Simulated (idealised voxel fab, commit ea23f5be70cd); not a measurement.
Module name: voxel transistor to metal (process module)
Cross-section cut spans 210 nm and uses square cells 5 nm in size.
A cross-section is written here as square cells arranged in a grid, and it is given in bands from the top down, each band taking up one or more rows of cells.
Band: top and bottom heights (nm) first, top before bottom; then materials from left to right, widths in nm. "everywhere" marks a sole material filling the band edge to edge. "air" denotes empty space.
Heights from 0 (as-received wafer is one material below). Bottom band endless downward, as "0 down".
Read "30..40" as a graded width: first number on top, second number at the bottom, same change between each pair of neighbouring rows.
It should be understood that the words "remained the same", when stated for a given step, signify that the cross-section underwent no change in any of its cells during that step.
Closed-off voids of 8+ cells (no open route to the top) go in "Closed cavity list", written width x height at distance from the left edge, in nm.
On a step's line, text after the settings is the simulator commenting on that step.
The optional step-line setting "overlay nm" applies to steps with a mask and quantifies how far to the right of its planned location the mask lay, a negative value indicating leftward placement.
Reading key. Pairs: pre-step and post-step cross-section, one process step apart; post-step view only to lowest changed band. Step between + settings: beneath pair. Runs: pairs may be from different runs of this module, same starting wafer. Continuation from pair above: only where "Snapshot before" entry says.
Snapshot before:
* 25 to 20: SiO2=55; air=15; SiO2=70; air=15; SiO2=55
* 20 to 10: SiO2=55; air=15; SiO2=10; SiN=10; HfO2=5; TiN=5; W=10; TiN=5; HfO2=5; SiN=10; SiO2=10; air=15; SiO2=55
* 10 to 5: SiO2=40; SiN=10; SiO2=5; air=15; SiO2=10; SiN=10; HfO2=5; TiN=5; W=10; TiN=5; HfO2=5; SiN=10; SiO2=10; air=15; SiO2=5; SiN=10; SiO2=40
* 5 to 0: SiO2=40; SiN=10; SiO2=5; air=15; SiO2=10; SiN=10; HfO2=5; TiN=20; HfO2=5; SiN=10; SiO2=10; air=15; SiO2=5; SiN=10; SiO2=40
* 0 to -5: SiO2=50; SiGe=30; SiO2=5; HfO2=40; SiO2=5; SiGe=30; SiO2=50
* -5 to -35: SiO2=45; Si=120; SiO2=45
* -35 down: Si everywhere
* Closed cavity list: none
Structure After Step:
* 30 to 25: TiN=60; air=5; TiN=80; air=5; TiN=60
* 25 to 20: SiO2=55; TiN=5; air=5; TiN=5; SiO2=70; TiN=5; air=5; TiN=5; SiO2=55
* 20 to 10: SiO2=55; TiN=5; air=5; TiN=5; SiO2=10; SiN=10; HfO2=5; TiN=5; W=10; TiN=5; HfO2=5; SiN=10; SiO2=10; TiN=5; air=5; TiN=5; SiO2=55
* 10 to 5: SiO2=40; SiN=10; SiO2=5; TiN=5; air=5; TiN=5; SiO2=10; SiN=10; HfO2=5; TiN=5; W=10; TiN=5; HfO2=5; SiN=10; SiO2=10; TiN=5; air=5; TiN=5; SiO2=5; SiN=10; SiO2=40
* 5 to 0: SiO2=40; SiN=10; SiO2=5; TiN=15; SiO2=10; SiN=10; HfO2=5; TiN=20; HfO2=5; SiN=10; SiO2=10; TiN=15; SiO2=5; SiN=10; SiO2=40
* Anything lower than 0 is untouched.
* Closed cavity list: none
Name the step between the before and after sections above: op CONFORMAL_DEP | material TiN | thk nm 5
Snapshot before: see the after view in the pair directly above.
Structure After Step:
* 35 to 30: W everywhere
* 30 to 25: TiN=60; W=5; TiN=80; W=5; TiN=60
* 25 to 20: SiO2=55; TiN=5; W=5; TiN=5; SiO2=70; TiN=5; W=5; TiN=5; SiO2=55
* 20 to 10: SiO2=55; TiN=5; W=5; TiN=5; SiO2=10; SiN=10; HfO2=5; TiN=5; W=10; TiN=5; HfO2=5; SiN=10; SiO2=10; TiN=5; W=5; TiN=5; SiO2=55
* 10 to 5: SiO2=40; SiN=10; SiO2=5; TiN=5; W=5; TiN=5; SiO2=10; SiN=10; HfO2=5; TiN=5; W=10; TiN=5; HfO2=5; SiN=10; SiO2=10; TiN=5; W=5; TiN=5; SiO2=5; SiN=10; SiO2=40
* Anything lower than 5 is untouched.
* Closed cavity list: none
Name the step between the before and after sections above: op FILL_DEP | material W | thk nm 5
Snapshot before: see the after view in the pair directly above.
Structure After Step:
* 40 to 35: SiCN everywhere
* Anything lower than 35 is untouched.
* Closed cavity list: none
Name the step between the before and after sections above: op CONFORMAL_DEP | material SiCN | thk nm 5
Snapshot before: see the after view in the pair directly above.
Structure After Step:
* 55 to 40: SiO2 everywhere
* Anything lower than 40 is untouched.
* Closed cavity list: none
Name the step between the before and after sections above: op DIRECTIONAL_DEP | material SiO2 | thk nm 15
Snapshot before: see the after view in the pair directly above.
Structure After Step:
* 55 to 40: SiO2=55; air=15; SiO2=70; air=15; SiO2=55
* Anything lower than 40 is untouched.
* Closed cavity list: none
Name the step between the before and after sections above: op MASKED_ETCH | tone open | mask id METAL_1 | width nm 15 | pitch nm 85 | etch materials SiO2 | depth nm 15 | overlay nm 0
Snapshot before: see the after view in the pair directly above.
Structure After Step:
* 55 to 40: SiO2=55; air=15; SiO2=70; air=15; SiO2=55
* 40 to 35: SiCN=55; air=15; SiCN=70; air=15; SiCN=55
* Anything lower than 35 is untouched.
* Closed cavity list: none
Name the step between the before and after sections above: op MASKED_ETCH | tone open | mask id METAL_1 | width nm 15 | pitch nm 85 | etch materials SiCN | depth nm 5 | overlay nm 0
Snapshot before: see the after view in the pair directly above.
Structure After Step:
* 60 to 55: TiN=60; air=5; TiN=80; air=5; TiN=60
* 55 to 40: SiO2=55; TiN=5; air=5; TiN=5; SiO2=70; TiN=5; air=5; TiN=5; SiO2=55
* 40 to 35: SiCN=55; TiN=15; SiCN=70; TiN=15; SiCN=55
* Anything lower than 35 is untouched.
* Closed cavity list: none
Name the step between the before and after sections above: op CONFORMAL_DEP | material TiN | thk nm 5
Snapshot before: see the after view in the pair directly above.
Structure After Step:
* 70 to 60: Cu everywhere
* 60 to 55: TiN=60; Cu=5; TiN=80; Cu=5; TiN=60
* 55 to 40: SiO2=55; TiN=5; Cu=5; TiN=5; SiO2=70; TiN=5; Cu=5; TiN=5; SiO2=55
* Anything lower than 40 is untouched.
* Closed cavity list: none
Name the step between the before and after sections above: op FILL_DEP | material Cu | thk nm 10
Snapshot before: see the after view in the pair directly above.
Structure After Step:
* 55 to 40: SiO2=55; TiN=5; Cu=5; TiN=5; SiO2=70; TiN=5; Cu=5; TiN=5; SiO2=55
* Anything lower than 40 is untouched.
* Closed cavity list: none
Name the step between the before and after sections above: op CMP | height nm 55
Snapshot before: see the after view in the pair directly above.
Structure After Step:
* 60 to 55: SiCN everywhere
* Anything lower than 55 is untouched.
* Closed cavity list: none
Name the step between the before and after sections above: op CONFORMAL_DEP | material SiCN | thk nm 5
Snapshot before: see the after view in the pair directly above.
Structure After Step:
* 90 to 60: SiO2 everywhere
* Anything lower than 60 is untouched.
* Closed cavity list: none
Name the step between the before and after sections above: op DIRECTIONAL_DEP | material SiO2 | thk nm 30
Snapshot before: see the after view in the pair directly above.
Structure After Step:
* 105 to 90: aC everywhere
* Anything lower than 90 is untouched.
* Closed cavity list: none
Name the step between the before and after sections above: op DIRECTIONAL_DEP | material aC | thk nm 15
Snapshot before: see the after view in the pair directly above.
Structure After Step:
* 140 to 105: resist=55; air=15; resist=70; air=15; resist=55
* Anything lower than 105 is untouched.
* Closed cavity list: none
Name the step between the before and after sections above: op PATTERN | tone open | mask id METAL_2 | material resist | width nm 15 | pitch nm 85 | thk nm 35 | overlay nm 0
Snapshot before: see the after view in the pair directly above.
Structure After Step:
* 125 to 105: resist=55; air=15; resist=70; air=15; resist=55
* 105 to 90: aC=55; air=15; aC=70; air=15; aC=55
* Anything lower than 90 is untouched.
* Closed cavity list: none
Name the step between the before and after sections above: op DIRECTIONAL_ETCH | etch materials aC | depth nm 15
Snapshot before: see the after view in the pair directly above.
Structure After Step:
* 105 to 90: aC=55; air=15; aC=70; air=15; aC=55
* Anything lower than 90 is untouched.
* Closed cavity list: none
Name the step between the before and after sections above: op STRIP | etch materials resist
Snapshot before: see the after view in the pair directly above.
Structure After Step:
* 105 to 90: aC=55; air=15; aC=70; air=15; aC=55
* 90 to 75: SiO2=55; air=15; SiO2=70; air=15; SiO2=55
* Anything lower than 75 is untouched.
* Closed cavity list: none
Name the step between the before and after sections above: op DIRECTIONAL_ETCH | etch materials SiO2 | depth nm 15
Snapshot before: see the after view in the pair directly above.
Structure After Step:
* 90 to 75: SiO2=55; air=15; SiO2=70; air=15; SiO2=55
* Anything lower than 75 is untouched.
* Closed cavity list: none
Name the step between the before and after sections above: op STRIP | etch materials aC
Snapshot before: see the after view in the pair directly above.
Structure After Step:
* 110 to 90: resist=55; air=15; resist=70; air=15; resist=55
* Anything lower than 90 is untouched.
* Closed cavity list: none
Name the step between the before and after sections above: op PATTERN | tone open | mask id METAL_2_HOLES | material resist | width nm 15 | pitch nm 85 | thk nm 20 | overlay nm 0
Snapshot before: see the after view in the pair directly above.
Structure After Step:
* 110 to 90: resist=55; air=15; resist=70; air=15; resist=55
* 90 to 60: SiO2=55; air=15; SiO2=70; air=15; SiO2=55
* Anything lower than 60 is untouched.
* Closed cavity list: none
Name the step between the before and after sections above: op DIRECTIONAL_ETCH | etch materials SiO2 | depth nm 15
Snapshot before: see the after view in the pair directly above.
Structure After Step:
* 110 to 90: resist=55; air=15; resist=70; air=15; resist=55
* 90 to 60: SiO2=55; air=15; SiO2=70; air=15; SiO2=55
* 60 to 55: SiCN=55; air=15; SiCN=70; air=15; SiCN=55
* Anything lower than 55 is untouched.
* Closed cavity list: none
Name the step between the before and after sections above: op DIRECTIONAL_ETCH | etch materials SiCN | depth nm 5
Snapshot before: see the after view in the pair directly above.
Structure After Step:
* 90 to 60: SiO2=55; air=15; SiO2=70; air=15; SiO2=55
* Anything lower than 60 is untouched.
* Closed cavity list: none
Name the step between the before and after sections above: op STRIP | etch materials resist
Snapshot before: see the after view in the pair directly above.
Structure After Step:
* 95 to 90: TiN=60; air=5; TiN=80; air=5; TiN=60
* 90 to 60: SiO2=55; TiN=5; air=5; TiN=5; SiO2=70; TiN=5; air=5; TiN=5; SiO2=55
* 60 to 55: SiCN=55; TiN=15; SiCN=70; TiN=15; SiCN=55
* Anything lower than 55 is untouched.
* Closed cavity list: none
Name the step between the before and after sections above: op CONFORMAL_DEP | material TiN | thk nm 5
Snapshot before: see the after view in the pair directly above.
Structure After Step:
* 105 to 95: Cu everywhere
* 95 to 90: TiN=60; Cu=5; TiN=80; Cu=5; TiN=60
* 90 to 60: SiO2=55; TiN=5; Cu=5; TiN=5; SiO2=70; TiN=5; Cu=5; TiN=5; SiO2=55
* Anything lower than 60 is untouched.
* Closed cavity list: none
Name the step between the before and after sections above: op FILL_DEP | material Cu | thk nm 10
Snapshot before: see the after view in the pair directly above.
Structure After Step:
* 90 to 60: SiO2=55; TiN=5; Cu=5; TiN=5; SiO2=70; TiN=5; Cu=5; TiN=5; SiO2=55
* Anything lower than 60 is untouched.
* Closed cavity list: none
Name the step between the before and after sections above: op CMP | height nm 90
Snapshot before: see the after view in the pair directly above.
Structure After Step:
* 95 to 90: SiN everywhere
* Anything lower than 90 is untouched.
* Closed cavity list: none
Name the step between the before and after sections above: op CONFORMAL_DEP | material SiN | thk nm 5
Snapshot before:
* 20 to 5: SiN everywhere
* 5 to 0: SiO2 everywhere
* 0 down: Si everywhere
* Closed cavity list: none
Structure After Step:
* 20 to 5: air=40; SiN=130; air=40
* Anything lower than 5 is untouched.
* Closed cavity list: none
Name the step between the before and after sections above: op MASKED_ETCH | tone cover | mask id ACTIVE | width nm 130 | etch materials SiN | depth nm 15 | overlay nm 0
Snapshot before: see the after view in the pair directly above.
Structure After Step:
* 20 to 5: air=40; SiN=130; air=40
* 5 to 0: air=40; SiO2=130; air=40
* Anything lower than 0 is untouched.
* Closed cavity list: none
Name the step between the before and after sections above: op MASKED_ETCH | tone cover | mask id ACTIVE | width nm 120 | etch materials SiO2 | depth nm 5 | overlay nm 0
Snapshot before: see the after view in the pair directly above.
Structure After Step:
* 20 to 5: air=40; SiN=130; air=40
* 5 to 0: air=40; SiO2=130; air=40
* 0 to -35: air=40; Si=130; air=40
* Anything lower than -35 is untouched.
* Closed cavity list: none
Name the step between the before and after sections above: op MASKED_ETCH | tone cover | mask id ACTIVE | width nm 120 | etch materials Si | depth nm 35 | overlay nm 0
Snapshot before: see the after view in the pair directly above.
Structure After Step:
* 30 to 20: SiO2 everywhere
* 20 to 5: SiO2=40; SiN=130; SiO2=40
* 5 to 0: SiO2 everywhere
* 0 to -35: SiO2=40; Si=130; SiO2=40
* Anything lower than -35 is untouched.
* Closed cavity list: none
Name the step between the before and after sections above: op FILL_DEP | material SiO2 | thk nm 10
Snapshot before: see the after view in the pair directly above.
Structure After Step:
* 20 to 5: SiO2=40; SiN=130; SiO2=40
* Anything lower than 5 is untouched.
* Closed cavity list: none
Name the step between the before and after sections above: op CMP | height nm 20
Snapshot before: see the after view in the pair directly above.
Structure After Step:
* 20 to 15: air=40; SiN=130; air=40
* Anything lower than 15 is untouched.
* Closed cavity list: none
Name the step between the before and after sections above: op SELECTIVE_ETCH | etch materials SiO2 | depth nm 5
Snapshot before: see the after view in the pair directly above.
Structure After Step:
* 15 to 5: SiO2=40; air=130; SiO2=40
* Anything lower than 5 is untouched.
* Closed cavity list: none
Name the step between the before and after sections above: op STRIP | etch materials SiN
Snapshot before: see the after view in the pair directly above.
Structure After Step:
* 10 to 0: SiO2=35; air=140; SiO2=35
* Anything lower than 0 is untouched.
* Closed cavity list: none
Name the step between the before and after sections above: op SELECTIVE_ETCH | etch materials SiO2 | depth nm 5
Snapshot before: see the after view in the pair directly above.
Structure After Step:
* 10 to 0: SiO2=35; air=140; SiO2=35
* 0 to -5: SiO2 everywhere
* Anything lower than -5 is untouched.
* Closed cavity list: none
Name the step between the before and after sections above: op OXIDIZE | depth nm 5
Snapshot before: see the after view in the pair directly above.
Structure After Step:
* 35 to 25: polySi=35; air=140; polySi=35
* 25 to 10: polySi everywhere
* 10 to 0: SiO2=35; polySi=140; SiO2=35
* Anything lower than 0 is untouched.
* Closed cavity list: none
Name the step between the before and after sections above: op DIRECTIONAL_DEP | material polySi | thk nm 25
Snapshot before: see the after view in the pair directly above.
Structure After Step:
* 50 to 40: SiCN=35; air=140; SiCN=35
* 40 to 35: SiCN everywhere
* 35 to 25: polySi=35; SiCN=140; polySi=35
* Anything lower than 25 is untouched.
* Closed cavity list: none
Name the step between the before and after sections above: op DIRECTIONAL_DEP | material SiCN | thk nm 15
Snapshot before: see the after view in the pair directly above.
Structure After Step:
* 40 to 35: air=90; SiCN=30; air=90
* 35 to 25: polySi=35; air=55; SiCN=30; air=55; polySi=35
* Anything lower than 25 is untouched.
* Closed cavity list: none
Name the step between the before and after sections above: op MASKED_ETCH | tone cover | mask id GATE | width nm 30 | etch materials SiCN | depth nm 25 | overlay nm 0
Snapshot before: see the after view in the pair directly above.
Structure After Step:
* 40 to 25: air=90; SiCN=30; air=90
* 25 to 10: air=90; polySi=30; air=90
* 10 to 0: SiO2=35; air=55; polySi=30; air=55; SiO2=35
* Anything lower than 0 is untouched.
* Closed cavity list: none
Name the step between the before and after sections above: op MASKED_ETCH | tone cover | mask id GATE | width nm 30 | etch materials polySi | depth nm 35 | overlay nm 0
Snapshot before: see the after view in the pair directly above.
Structure After Step:
* 50 to 40: air=80; SiN=50; air=80
* 40 to 25: air=80; SiN=10; SiCN=30; SiN=10; air=80
* 25 to 20: air=80; SiN=10; polySi=30; SiN=10; air=80
* 20 to 10: SiN=45; air=35; SiN=10; polySi=30; SiN=10; air=35; SiN=45
* 10 to 0: SiO2=35; SiN=55; polySi=30; SiN=55; SiO2=35
* Anything lower than 0 is untouched.
* Closed cavity list: none
Name the step between the before and after sections above: op CONFORMAL_DEP | material SiN | thk nm 10
Snapshot before: see the after view in the pair directly above.
Structure After Step:
* 40 to 25: air=80; SiN=10; SiCN=30; SiN=10; air=80
* 25 to 10: air=80; SiN=10; polySi=30; SiN=10; air=80
* 10 to 0: SiO2=35; SiN=10; air=35; SiN=10; polySi=30; SiN=10; air=35; SiN=10; SiO2=35
* Anything lower than 0 is untouched.
* Closed cavity list: none
Name the step between the before and after sections above: op DIRECTIONAL_ETCH | etch materials SiN | depth nm 10
Snapshot before: see the after view in the pair directly above.
Structure After Step:
* 40 to 25: air=80; SiN=10; SiCN=30; SiN=10; air=80
* 25 to 10: air=80; SiN=10; polySi=30; SiN=10; air=80
* 10 to 5: air=35; SiN=10; air=35; SiN=10; polySi=30; SiN=10; air=35; SiN=10; air=35
* 5 to 0: SiO2=35; SiN=10; air=35; SiN=10; polySi=30; SiN=10; air=35; SiN=10; SiO2=35
* 0 to -5: SiO2=45; air=35; SiO2=50; air=35; SiO2=45
* Anything lower than -5 is untouched.
* Closed cavity list: none
Name the step between the before and after sections above: op DIRECTIONAL_ETCH | etch materials SiO2 | depth nm 5
Snapshot before: see the after view in the pair directly above.
Structure After Step:
* 40 to 25: air=80; SiN=10; SiCN=30; SiN=10; air=80
* 25 to 10: air=80; SiN=10; polySi=30; SiN=10; air=80
* 10 to 5: air=35; SiN=10; air=35; SiN=10; polySi=30; SiN=10; air=35; SiN=10; air=35
* 5 to 0: SiO2=35; SiN=10; air=35; SiN=10; polySi=30; SiN=10; air=35; SiN=10; SiO2=35
* 0 to -5: SiO2=45; SiGe=35; SiO2=50; SiGe=35; SiO2=45
* Anything lower than -5 is untouched.
* Closed cavity list: none
Name the step between the before and after sections above: op EPI | material SiGe | thk nm 5
Snapshot before: see the after view in the pair directly above.
Structure After Step:
* 50 to 40: SiO2 everywhere
* 40 to 25: SiO2=80; SiN=10; SiCN=30; SiN=10; SiO2=80
* 25 to 10: SiO2=80; SiN=10; polySi=30; SiN=10; SiO2=80
* 10 to 0: SiO2=35; SiN=10; SiO2=35; SiN=10; polySi=30; SiN=10; SiO2=35; SiN=10; SiO2=35
* Anything lower than 0 is untouched.
* Closed cavity list: none
Name the step between the before and after sections above: op FILL_DEP | material SiO2 | thk nm 10
Snapshot before: see the after view in the pair directly above.
Structure After Step:
* 25 to 10: SiO2=80; SiN=10; polySi=30; SiN=10; SiO2=80
* Anything lower than 10 is untouched.
* Closed cavity list: none
Name the step between the before and after sections above: op CMP | height nm 25
Snapshot before: see the after view in the pair directly above.
Structure After Step:
* 25 to 10: SiO2=80; SiN=10; air=30; SiN=10; SiO2=80
* 10 to 0: SiO2=35; SiN=10; SiO2=35; SiN=10; air=30; SiN=10; SiO2=35; SiN=10; SiO2=35
* Anything lower than 0 is untouched.
* Closed cavity list: none
Name the step between the before and after sections above: op STRIP | etch materials polySi
Snapshot before: see the after view in the pair directly above.
Structure After Step:
* 25 to 20: air=80; SiN=10; air=30; SiN=10; air=80
* 20 to 10: SiO2=80; SiN=10; air=30; SiN=10; SiO2=80
* 10 to 0: SiO2=35; SiN=10; SiO2=35; SiN=10; air=30; SiN=10; SiO2=35; SiN=10; SiO2=35
* 0 to -5: SiO2=45; SiGe=35; SiO2=5; air=40; SiO2=5; SiGe=35; SiO2=45
* Anything lower than -5 is untouched.
* Closed cavity list: none
Name the step between the before and after sections above: op SELECTIVE_ETCH | etch materials SiO2 | depth nm 5
Snapshot before: see the after view in the pair directly above.
Structure After Step:
* 30 to 25: air=75; HfO2=20; air=20; HfO2=20; air=75
* 25 to 20: HfO2=80; SiN=10; HfO2=5; air=20; HfO2=5; SiN=10; HfO2=80
* 20 to 10: SiO2=80; SiN=10; HfO2=5; air=20; HfO2=5; SiN=10; SiO2=80
* 10 to 0: SiO2=35; SiN=10; SiO2=35; SiN=10; HfO2=5; air=20; HfO2=5; SiN=10; SiO2=35; SiN=10; SiO2=35
* 0 to -5: SiO2=45; SiGe=35; SiO2=5; HfO2=40; SiO2=5; SiGe=35; SiO2=45
* Anything lower than -5 is untouched.
* Closed cavity list: none
Name the step between the before and after sections above: op CONFORMAL_DEP | material HfO2 | thk nm 5
Snapshot before: see the after view in the pair directly above.
Structure After Step:
* 35 to 30: air=70; TiN=30; air=10; TiN=30; air=70
* 30 to 25: TiN=75; HfO2=20; TiN=5; air=10; TiN=5; HfO2=20; TiN=75
* 25 to 20: HfO2=80; SiN=10; HfO2=5; TiN=5; air=10; TiN=5; HfO2=5; SiN=10; HfO2=80
* 20 to 10: SiO2=80; SiN=10; HfO2=5; TiN=5; air=10; TiN=5; HfO2=5; SiN=10; SiO2=80
* 10 to 5: SiO2=35; SiN=10; SiO2=35; SiN=10; HfO2=5; TiN=5; air=10; TiN=5; HfO2=5; SiN=10; SiO2=35; SiN=10; SiO2=35
* 5 to 0: SiO2=35; SiN=10; SiO2=35; SiN=10; HfO2=5; TiN=20; HfO2=5; SiN=10; SiO2=35; SiN=10; SiO2=35
* Anything lower than 0 is untouched.
* Closed cavity list: none
Name the step between the before and after sections above: op CONFORMAL_DEP | material TiN | thk nm 5
Snapshot before: see the after view in the pair directly above.
Structure After Step:
* 45 to 35: W everywhere
* 35 to 30: W=70; TiN=30; W=10; TiN=30; W=70
* 30 to 25: TiN=75; HfO2=20; TiN=5; W=10; TiN=5; HfO2=20; TiN=75
* 25 to 20: HfO2=80; SiN=10; HfO2=5; TiN=5; W=10; TiN=5; HfO2=5; SiN=10; HfO2=80
* 20 to 10: SiO2=80; SiN=10; HfO2=5; TiN=5; W=10; TiN=5; HfO2=5; SiN=10; SiO2=80
* 10 to 5: SiO2=35; SiN=10; SiO2=35; SiN=10; HfO2=5; TiN=5; W=10; TiN=5; HfO2=5; SiN=10; SiO2=35; SiN=10; SiO2=35
* Anything lower than 5 is untouched.
* Closed cavity list: none
Name the step between the before and after sections above: op FILL_DEP | material W | thk nm 10
Snapshot before: see the after view in the pair directly above.
Structure After Step:
* 20 to 10: SiO2=80; SiN=10; HfO2=5; TiN=5; W=10; TiN=5; HfO2=5; SiN=10; SiO2=80
* Anything lower than 10 is untouched.
* Closed cavity list: none
Name the step between the before and after sections above: op CMP | height nm 20
Snapshot before: see the after view in the pair directly above.
Structure After Step:
* 35 to 20: SiO2 everywhere
* Anything lower than 20 is untouched.
* Closed cavity list: none
Name the step between the before and after sections above: op DIRECTIONAL_DEP | material SiO2 | thk nm 15
Snapshot before: see the after view in the pair directly above.
Structure After Step:
* 50 to 35: resist=55; air=15; resist=70; air=15; resist=55
* Anything lower than 35 is untouched.
* Closed cavity list: none
Name the step between the before and after sections above: op PATTERN | tone open | mask id CONTACT | material resist | width nm 15 | pitch nm 85 | thk nm 15 | overlay nm 0
Snapshot before: see the after view in the pair directly above.
Structure After Step:
* 50 to 35: resist=55; air=15; resist=70; air=15; resist=55
* 35 to 20: SiO2=55; air=15; SiO2=70; air=15; SiO2=55
* 20 to 10: SiO2=55; air=15; SiO2=10; SiN=10; HfO2=5; TiN=5; W=10; TiN=5; HfO2=5; SiN=10; SiO2=10; air=15; SiO2=55
* 10 to 5: SiO2=35; SiN=10; SiO2=10; air=15; SiO2=10; SiN=10; HfO2=5; TiN=5; W=10; TiN=5; HfO2=5; SiN=10; SiO2=10; air=15; SiO2=10; SiN=10; SiO2=35
* 5 to 0: SiO2=35; SiN=10; SiO2=10; air=15; SiO2=10; SiN=10; HfO2=5; TiN=20; HfO2=5; SiN=10; SiO2=10; air=15; SiO2=10; SiN=10; SiO2=35
* Anything lower than 0 is untouched.
* Closed cavity list: none
Name the step between the before and after sections above: op DIRECTIONAL_ETCH | etch materials SiO2 | depth nm 35
Snapshot before: see the after view in the pair directly above.
Structure After Step:
* 35 to 20: SiO2=55; air=15; SiO2=70; air=15; SiO2=55
* Anything lower than 20 is untouched.
* Closed cavity list: none
Name the step between the before and after sections above: op STRIP | etch materials resist
Snapshot before: see the after view in the pair directly above.
Structure After Step:
* 40 to 35: TiN=60; air=5; TiN=80; air=5; TiN=60
* 35 to 20: SiO2=55; TiN=5; air=5; TiN=5; SiO2=70; TiN=5; air=5; TiN=5; SiO2=55
* 20 to 10: SiO2=55; TiN=5; air=5; TiN=5; SiO2=10; SiN=10; HfO2=5; TiN=5; W=10; TiN=5; HfO2=5; SiN=10; SiO2=10; TiN=5; air=5; TiN=5; SiO2=55
* 10 to 5: SiO2=35; SiN=10; SiO2=10; TiN=5; air=5; TiN=5; SiO2=10; SiN=10; HfO2=5; TiN=5; W=10; TiN=5; HfO2=5; SiN=10; SiO2=10; TiN=5; air=5; TiN=5; SiO2=10; SiN=10; SiO2=35
* 5 to 0: SiO2=35; SiN=10; SiO2=10; TiN=15; SiO2=10; SiN=10; HfO2=5; TiN=20; HfO2=5; SiN=10; SiO2=10; TiN=15; SiO2=10; SiN=10; SiO2=35
* Anything lower than 0 is untouched.
* Closed cavity list: none
Name the step between the before and after sections above: op CONFORMAL_DEP | material TiN | thk nm 5
Snapshot before: see the after view in the pair directly above.
Structure After Step:
* 45 to 40: W everywhere
* 40 to 35: TiN=60; W=5; TiN=80; W=5; TiN=60
* 35 to 20: SiO2=55; TiN=5; W=5; TiN=5; SiO2=70; TiN=5; W=5; TiN=5; SiO2=55
* 20 to 10: SiO2=55; TiN=5; W=5; TiN=5; SiO2=10; SiN=10; HfO2=5; TiN=5; W=10; TiN=5; HfO2=5; SiN=10; SiO2=10; TiN=5; W=5; TiN=5; SiO2=55
* 10 to 5: SiO2=35; SiN=10; SiO2=10; TiN=5; W=5; TiN=5; SiO2=10; SiN=10; HfO2=5; TiN=5; W=10; TiN=5; HfO2=5; SiN=10; SiO2=10; TiN=5; W=5; TiN=5; SiO2=10; SiN=10; SiO2=35
* Anything lower than 5 is untouched.
* Closed cavity list: none
Name the step between the before and after sections above: op FILL_DEP | material W | thk nm 5
Snapshot before: see the after view in the pair directly above.
Structure After Step:
* 35 to 20: SiO2=55; TiN=5; W=5; TiN=5; SiO2=70; TiN=5; W=5; TiN=5; SiO2=55
* Anything lower than 20 is untouched.
* Closed cavity list: none
Name the step between the before and after sections above: op CMP | height nm 35
Snapshot before: see the after view in the pair directly above.
Structure After Step:
* 40 to 35: SiCN everywhere
* Anything lower than 35 is untouched.
* Closed cavity list: none
Name the step between the before and after sections above: op CONFORMAL_DEP | material SiCN | thk nm 5
Snapshot before: see the after view in the pair directly above.
Structure After Step:
* 55 to 40: SiO2 everywhere
* Anything lower than 40 is untouched.
* Closed cavity list: none
Name the step between the before and after sections above: op DIRECTIONAL_DEP | material SiO2 | thk nm 15
Snapshot before: see the after view in the pair directly above.
Structure After Step:
* 55 to 40: SiO2=55; air=15; SiO2=70; air=15; SiO2=55
* Anything lower than 40 is untouched.
* Closed cavity list: none
Name the step between the before and after sections above: op MASKED_ETCH | tone open | mask id METAL_1 | width nm 15 | pitch nm 85 | etch materials SiO2 | depth nm 15 | overlay nm 0
Snapshot before: see the after view in the pair directly above.
Structure After Step:
* 55 to 40: SiO2=55; air=15; SiO2=70; air=15; SiO2=55
* 40 to 35: SiCN=55; air=15; SiCN=70; air=15; SiCN=55
* Anything lower than 35 is untouched.
* Closed cavity list: none
Name the step between the before and after sections above: op MASKED_ETCH | tone open | mask id METAL_1 | width nm 15 | pitch nm 85 | etch materials SiCN | depth nm 5 | overlay nm 0
Snapshot before: see the after view in the pair directly above.
Structure After Step:
* 60 to 55: TiN=60; air=5; TiN=80; air=5; TiN=60
* 55 to 40: SiO2=55; TiN=5; air=5; TiN=5; SiO2=70; TiN=5; air=5; TiN=5; SiO2=55
* 40 to 35: SiCN=55; TiN=15; SiCN=70; TiN=15; SiCN=55
* Anything lower than 35 is untouched.
* Closed cavity list: none
Name the step between the before and after sections above: op CONFORMAL_DEP | material TiN | thk nm 5
Snapshot before: see the after view in the pair directly above.
Structure After Step:
* 70 to 60: Cu everywhere
* 60 to 55: TiN=60; Cu=5; TiN=80; Cu=5; TiN=60
* 55 to 40: SiO2=55; TiN=5; Cu=5; TiN=5; SiO2=70; TiN=5; Cu=5; TiN=5; SiO2=55
* Anything lower than 40 is untouched.
* Closed cavity list: none
Name the step between the before and after sections above: op FILL_DEP | material Cu | thk nm 10
Snapshot before: see the after view in the pair directly above.
Structure After Step:
* 55 to 40: SiO2=55; TiN=5; Cu=5; TiN=5; SiO2=70; TiN=5; Cu=5; TiN=5; SiO2=55
* Anything lower than 40 is untouched.
* Closed cavity list: none
Name the step between the before and after sections above: op CMP | height nm 55
Snapshot before: see the after view in the pair directly above.
Structure After Step:
* 60 to 55: SiCN everywhere
* Anything lower than 55 is untouched.
* Closed cavity list: none
Name the step between the before and after sections above: op CONFORMAL_DEP | material SiCN | thk nm 5
Snapshot before: see the after view in the pair directly above.
Structure After Step:
* 90 to 60: SiO2 everywhere
* Anything lower than 60 is untouched.
* Closed cavity list: none
Name the step between the before and after sections above: op DIRECTIONAL_DEP | material SiO2 | thk nm 30
Snapshot before: see the after view in the pair directly above.
Structure After Step:
* 105 to 90: aC everywhere
* Anything lower than 90 is untouched.
* Closed cavity list: none
Name the step between the before and after sections above: op DIRECTIONAL_DEP | material aC | thk nm 15
Snapshot before: see the after view in the pair directly above.
Structure After Step:
* 140 to 105: resist=55; air=15; resist=70; air=15; resist=55
* Anything lower than 105 is untouched.
* Closed cavity list: none
Name the step between the before and after sections above: op PATTERN | tone open | mask id METAL_2 | material resist | width nm 15 | pitch nm 85 | thk nm 35 | overlay nm 0
Snapshot before: see the after view in the pair directly above.
Structure After Step:
* 125 to 105: resist=55; air=15; resist=70; air=15; resist=55
* 105 to 90: aC=55; air=15; aC=70; air=15; aC=55
* Anything lower than 90 is untouched.
* Closed cavity list: none
Name the step between the before and after sections above: op DIRECTIONAL_ETCH | etch materials aC | depth nm 15
Snapshot before: see the after view in the pair directly above.
Structure After Step:
* 105 to 90: aC=55; air=15; aC=70; air=15; aC=55
* Anything lower than 90 is untouched.
* Closed cavity list: none
Name the step between the before and after sections above: op STRIP | etch materials resist
Snapshot before: see the after view in the pair directly above.
Structure After Step:
* 105 to 90: aC=55; air=15; aC=70; air=15; aC=55
* 90 to 75: SiO2=55; air=15; SiO2=70; air=15; SiO2=55
* Anything lower than 75 is untouched.
* Closed cavity list: none
Name the step between the before and after sections above: op DIRECTIONAL_ETCH | etch materials SiO2 | depth nm 15
Snapshot before: see the after view in the pair directly above.
Structure After Step:
* 90 to 75: SiO2=55; air=15; SiO2=70; air=15; SiO2=55
* Anything lower than 75 is untouched.
* Closed cavity list: none
Name the step between the before and after sections above: op STRIP | etch materials aC
